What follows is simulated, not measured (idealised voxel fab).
process module | voxel ribs on slabs
cross-section cut | 290 nm wide | cells 5 nm
A cross-section is a grid of square cells, given in bands from the top down. A band is one or more rows of cells.
Each band's line starts with the height of the band's top and of its bottom, in nm. Then come its materials from left to right, each with its width in nm. One material with "throughout" fills the band from edge to edge. "air" is empty space.
Height 0 is the level under which the wafer as received is all one material. The lowest band goes on downwards, as in "0 down".
A width such as "30 to 40" changes by the same amount from each row of cells to the next, from the band's top row to its bottom row.
"no change" after a step means that no cell of the cross-section changed.
closed voids: empty space of 8 cells or more with no open way to the top, each as width x height at its distance from the left edge, in nm
after a step's settings: what the simulator itself notes on the step
overlay nm, on a step with a mask: how far to the right of its planned place the mask lay; to the left if negative
plan
1 op RECEIVE | material Si
2 op DIRECTIONAL_DEP | material SiO2 | thk nm 25
3 op DIRECTIONAL_DEP | material polySi | thk nm 20
4 op DIRECTIONAL_DEP | material aC | thk nm 15
5 op PATTERN | tone cover | mask id RIB | material resist | width nm 25 | thk nm 35 | overlay nm 0
6 op DIRECTIONAL_ETCH | etch materials aC | depth nm 15
7 op STRIP | etch materials resist
8 op DIRECTIONAL_ETCH | etch materials polySi | depth nm 5
9 op STRIP | etch materials aC
10 op DIRECTIONAL_DEP | material aC | thk nm 15
11 op PATTERN | tone cover | mask id SLAB | material resist | width nm 85 | thk nm 30 | overlay nm 0
12 op DIRECTIONAL_ETCH | etch materials aC | depth nm 15
13 op STRIP | etch materials resist
14 op DIRECTIONAL_ETCH | etch materials polySi | depth nm 15
15 op STRIP | etch materials aC
16 op FILL_DEP | material SiO2 | thk nm 20
17 op CMP | height nm 55
18 op DIRECTIONAL_DEP | material TiN | thk nm 10
19 op PATTERN | tone cover | mask id HEATER | material resist | width nm 35 | thk nm 20 | overlay nm 0
20 op DIRECTIONAL_ETCH | etch materials TiN | depth nm 10
21 op STRIP | etch materials resist
22 op CONFORMAL_DEP | material SiO2 | thk nm 10
as received, after step 1
  0 down: Si throughout
  closed voids: none
a wafer at the end: this start, this plan, one mistake
  70 to 65: air 120 | SiO2 45 | air 125
  65 to 60: air 120 | SiO2 5 | TiN 35 | SiO2 5 | air 125
  60 to 55: SiO2 125 | TiN 35 | SiO2 130
  55 to 45: SiO2 throughout
  45 to 40: SiO2 130 | polySi 25 | SiO2 135
  40 to 25: SiO2 100 | polySi 85 | SiO2 105
  25 to 0: SiO2 throughout
  0 down: Si throughout
  closed voids: none
what went wrong: step 22 ran as: op CONFORMAL_DEP | material SiO2 | thk nm 5
